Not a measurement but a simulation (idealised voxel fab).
A process module follows: voxel self aligned vias.
Displayed cross-section: cut, width of 250 nm, square cells sized 5 nm.
A cross-section in this document is a grid of square cells, and it is written down as bands, the top band listed before the ones below it; a band is made up of one or more rows of cells.
The band entry comprises the height of the band's top followed by the height of its bottom, expressed in nm, and subsequently the band's materials from left to right, each stated together with its width in nm. Where a single material is marked with the word "throughout", that material fills the band from edge to edge. The word "blank" represents empty space.
Measure heights from 0. That's the level where, below it, the as-received wafer is all one material. The lowest band is bottomless and extends downward; write it as in "z 0 and below".
Quick explanation for "30 to 40": the width changes in equal steps down the rows of cells, from the first number in the band's top row to the second number in its bottom row.
The cross-section has no changed cell in any step marked "no alterations made".
For the entry "Closed void listing", the listed items are empty spaces with no open way to the top whose size is 8 cells or more; each item follows the pattern width x height at distance, where distance is from the left edge and all three are in nm.
That trailing text on a step's line, after the settings, is the simulator's own remark on the step.
The line of a step may include "overlay nm". On a step with a mask, this value is how far to the right of its planned place the mask lay. A negative value means the mask lay to the left.
# The planned process steps are enumerated hereunder
1) RECEIVE, material Si
2) CONFORMAL_DEP, material SiO2, thk nm 15
3) CONFORMAL_DEP, material SiCN, thk nm 5
4) DIRECTIONAL_DEP, material lowk, thk nm 25
5) MASKED_ETCH, tone open, mask id LINES, width nm 25, pitch nm 60, etch materials lowk, depth nm 25, overlay nm 0
6) CONFORMAL_DEP, material TiN, thk nm 5
7) FILL_DEP, material Ru, thk nm 5
8) CMP, height nm 45
9) SELECTIVE_ETCH, etch materials W Ru TiN, depth nm 10
10) FILL_DEP, material SiN, thk nm 5
11) CMP, height nm 45
12) DIRECTIONAL_DEP, material lowk, thk nm 20
13) PATTERN, tone open, mask id VIAS, material resist, width nm 45, thk nm 20, overlay nm 0
14) DIRECTIONAL_ETCH, etch materials lowk, depth nm 20
15) DIRECTIONAL_ETCH, etch materials SiN, depth nm 10
16) STRIP, etch materials resist
17) CONFORMAL_DEP, material TiN, thk nm 5
18) FILL_DEP, material Ru, thk nm 5
19) CMP, height nm 65
20) CONFORMAL_DEP, material SiCN, thk nm 5
# As-received state of the wafer in cross-section, equivalent to post-step 1
  z 0 and below: Si throughout
  Closed void listing: none
# As-planned run: cross-section of the first of two wafers at end of module
  z 70 to 65: SiCN throughout
  z 65 to 50: 70 lowk, then 5 TiN, then 35 Ru, then 5 TiN, then 135 lowk
  z 50 to 45: 70 lowk, then 15 TiN, then 15 Ru, then 15 TiN, then 135 lowk
  z 45 to 40: 80 lowk, then 5 TiN, then 15 Ru, then 5 TiN, then 35 lowk, then 25 SiN, then 85 lowk
  z 40 to 35: 80 lowk, then 25 TiN, then 35 lowk, then 25 SiN, then 85 lowk
  z 35 to 25: 80 lowk, then 5 TiN, then 15 Ru, then 5 TiN, then 35 lowk, then 5 TiN, then 15 Ru, then 5 TiN, then 85 lowk
  z 25 to 20: 80 lowk, then 25 TiN, then 35 lowk, then 25 TiN, then 85 lowk
  z 20 to 15: SiCN throughout
  z 15 to 0: SiO2 throughout
  z 0 and below: Si throughout
  Closed void listing: none
# Cross-section, wafer two of two, end of module: same start and plan as wafer one, one error in execution
  z 70 to 65: SiCN throughout
  z 65 to 50: 70 lowk, then 5 TiN, then 40 Ru, then 5 TiN, then 130 lowk
  z 50 to 45: 70 lowk, then 15 TiN, then 15 Ru, then 20 TiN, then 130 lowk
  z 45 to 40: 80 lowk, then 5 TiN, then 15 Ru, then 5 TiN, then 35 lowk, then 25 SiN, then 85 lowk
  z 40 to 35: 80 lowk, then 25 TiN, then 35 lowk, then 25 SiN, then 85 lowk
  z 35 to 25: 80 lowk, then 5 TiN, then 15 Ru, then 5 TiN, then 35 lowk, then 5 TiN, then 15 Ru, then 5 TiN, then 85 lowk
  z 25 to 20: 80 lowk, then 25 TiN, then 35 lowk, then 25 TiN, then 85 lowk
  z 20 to 15: SiCN throughout
  z 15 to 0: SiO2 throughout
  z 0 and below: Si throughout
  Closed void listing: none
Processing error: step 13 ran with different settings than intended, the actual operation and settings being PATTERN, tone open, mask id VIAS, material resist, width nm 50, thk nm 20, overlay nm 0
Wafer comparison, final, in cells, second relative to first, materials more or fewer: 3 more of Ru, 1 more of TiN, 4 fewer of lowk
